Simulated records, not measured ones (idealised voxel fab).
process module | voxel plated lines
FYI the section here is cut, 265 nm wide, cells are 5 nm squares.
If you're reading a cross-section in this doc, picture square cells in a grid; it comes to you as bands, top ones listed first down to the bottom, and a band can be one or more rows of cells. First you get the band's top height and its bottom height, in nm, and then the materials it's made of, left to right, with each width in nm. If you see a single material with "throughout", that one covers the band edge to edge. "blank" is empty space. The level at which height equals 0 is the one under which the wafer, as it arrives, is entirely one material. No lower edge exists for the bottom band, which continues downward and is notated as in "0 -> down". Per-row width for "30 to 40": begins at first number (top row of band), ends at second number (bottom row), increment between rows held constant. Where a step carries "same as before", the cross-section came out of it unchanged, cell for cell. Voids not open to the top, 8 cells minimum: see "Enclosed void inventory". Written width x height at distance; distance is from the left edge; nm. Read whatever lies past the settings on a step's line as the simulator's own remark about the step. overlay nm: how far to the right of its planned place the mask lay on this masked step (negative: to the left).

Here's what the planned process steps look like:
1,RECEIVE with material Si
2,CONFORMAL_DEP with material SiO2, thk nm 5
3,DIRECTIONAL_DEP with material TiN, thk nm 5
4,PATTERN with tone open, mask id LINES, material resist, width nm 15, pitch nm 40, thk nm 25, overlay nm 0
5,EPI with material Ru, thk nm 5
6,EPI with material Ru, thk nm 5
7,STRIP with etch materials resist
8,DIRECTIONAL_ETCH with etch materials TiN, depth nm 5
9,CONFORMAL_DEP with material SiCN, thk nm 10

Cross-section of the wafer upon arrival, representing the state reached after step 1:
* 0 -> down | Si throughout
* Enclosed void inventory: none

As-planned run: cross-section of the first of two wafers at end of module:
* 30 -> 20 | blank 95 nm  SiCN 35 nm  blank 5 nm  SiCN 35 nm  blank 95 nm
* 20 -> 15 | blank 95 nm  SiCN 10 nm  Ru 15 nm  SiCN 10 nm  blank 5 nm  SiCN 10 nm  Ru 15 nm  SiCN 10 nm  blank 95 nm
* 15 -> 10 | SiCN 105 nm  Ru 15 nm  SiCN 25 nm  Ru 15 nm  SiCN 105 nm
* 10 -> 5 | SiCN 105 nm  TiN 15 nm  SiCN 25 nm  TiN 15 nm  SiCN 105 nm
* 5 -> 0 | SiO2 throughout
* 0 -> down | Si throughout
* Enclosed void inventory: none

Second wafer through the module, sectioned at the end: same beginning and same plan as the first wafer, with one mistake in carrying it out:
* 40 -> 30 | blank 95 nm  SiCN 35 nm  blank 5 nm  SiCN 35 nm  blank 95 nm
* 30 -> 25 | blank 95 nm  SiCN 10 nm  Ru 15 nm  SiCN 10 nm  blank 5 nm  SiCN 10 nm  Ru 15 nm  SiCN 10 nm  blank 95 nm
* 25 -> 20 | SiCN 105 nm  Ru 15 nm  SiCN 25 nm  Ru 15 nm  SiCN 105 nm
* 20 -> 15 | SiCN 105 nm  TiN 15 nm  SiCN 25 nm  TiN 15 nm  SiCN 105 nm
* 15 -> 5 | TiN throughout
* 5 -> 0 | SiO2 throughout
* 0 -> down | Si throughout
* Enclosed void inventory: none
The plan and the run diverged here: step 3 ran with different settings than intended, the actual operation and settings being DIRECTIONAL_DEP with material TiN, thk nm 15
Heads up, by the end the second wafer has more or fewer cells of some materials compared to the first: TiN +106
